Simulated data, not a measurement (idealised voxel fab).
The following is a process module called voxel ribs on slabs.
Cross-section cut: width 185 nm, square cells of 5 nm.
Cross-section spec: square-cell grid; bands listed top down; each band is one or more rows.
Heads up on the band format: heights come first, top then bottom, in nm. After that it's the materials left to right, each with its width in nm. A single material flagged "all across" fills the whole band edge to edge, and "blank" means there's empty space there.
Convention: height 0 is the level below which the wafer, as received, is all one material. The lowest band does not terminate at the bottom but continues downward, represented as "0 and below".
A width given as "30 to 40" starts at the first number in the band's top row and ends at the second number in its bottom row, shifting by an equal amount at every step from row to row.
"changes: none" -> step changed no cross-section cell.
You'll see "Closed cavity list" listing empty spaces that have no way open to the top, as long as they're 8 cells or more; the notation is width x height at distance, where the distance is from the left edge, and all of it is in nm.
after a step's settings: what the simulator itself notes on the step
The setting "overlay nm" may be written on the line of a step. When the step uses a mask, the value reports how far to the right of the planned place the mask lay, and a negative value reports that it lay to the left.
# Planned step list for the process
- 1: RECEIVE,material Si
- 2: DIRECTIONAL_DEP,material SiO2,thk nm 30
- 3: DIRECTIONAL_DEP,material polySi,thk nm 20
- 4: PATTERN,tone cover,mask id RIB,material resist,width nm 25,thk nm 20,overlay nm 0
- 5: DIRECTIONAL_ETCH,etch materials polySi,depth nm 15
- 6: STRIP,etch materials resist
- 7: PATTERN,tone cover,mask id SLAB,material resist,width nm 75,thk nm 20,overlay nm 0
- 8: DIRECTIONAL_ETCH,etch materials polySi,depth nm 5
- 9: STRIP,etch materials resist
- 10: FILL_DEP,material SiO2,thk nm 30
- 11: CMP,height nm 70
- 12: DIRECTIONAL_DEP,material W,thk nm 10
- 13: DIRECTIONAL_DEP,material aC,thk nm 10
- 14: PATTERN,tone cover,mask id HEATER,material resist,width nm 35,thk nm 30,overlay nm 0
- 15: DIRECTIONAL_ETCH,etch materials aC,depth nm 10
- 16: STRIP,etch materials resist
- 17: DIRECTIONAL_ETCH,etch materials W,depth nm 10
- 18: STRIP,etch materials aC
- 19: CONFORMAL_DEP,material SiN,thk nm 5
# Incoming wafer in cross-section (state: after step 1)
    0 and below | Si all across
    Closed cavity list: none
# First wafer of two, sectioned at end of module; run went per plan
    85 down to 80 | 70 of blank  45 of SiN  70 of blank
    80 down to 75 | 70 of blank  5 of SiN  35 of W  5 of SiN  70 of blank
    75 down to 70 | 75 of SiN  35 of W  75 of SiN
    70 down to 50 | SiO2 all across
    50 down to 35 | 80 of SiO2  25 of polySi  80 of SiO2
    35 down to 30 | 55 of SiO2  75 of polySi  55 of SiO2
    30 down to 0 | SiO2 all across
    0 and below | Si all across
    Closed cavity list: none
# Cross-sectional view: second of two wafers, end of module; start and plan identical to the first, one mistake in running
    90 down to 85 | 70 of blank  45 of SiN  70 of blank
    85 down to 80 | 70 of blank  5 of SiN  35 of W  5 of SiN  70 of blank
    80 down to 75 | 75 of SiN  35 of W  75 of SiN
    75 down to 70 | W all across
    70 down to 50 | SiO2 all across
    50 down to 35 | 80 of SiO2  25 of polySi  80 of SiO2
    35 down to 30 | 55 of SiO2  75 of polySi  55 of SiO2
    30 down to 0 | SiO2 all across
    0 and below | Si all across
    Closed cavity list: none
What was done differently from what was planned? not per plan at step 12, really ran DIRECTIONAL_DEP,material W,thk nm 15
The final cell counts differ between the wafers, with the second having more or fewer of some materials than the first: 37 more of W
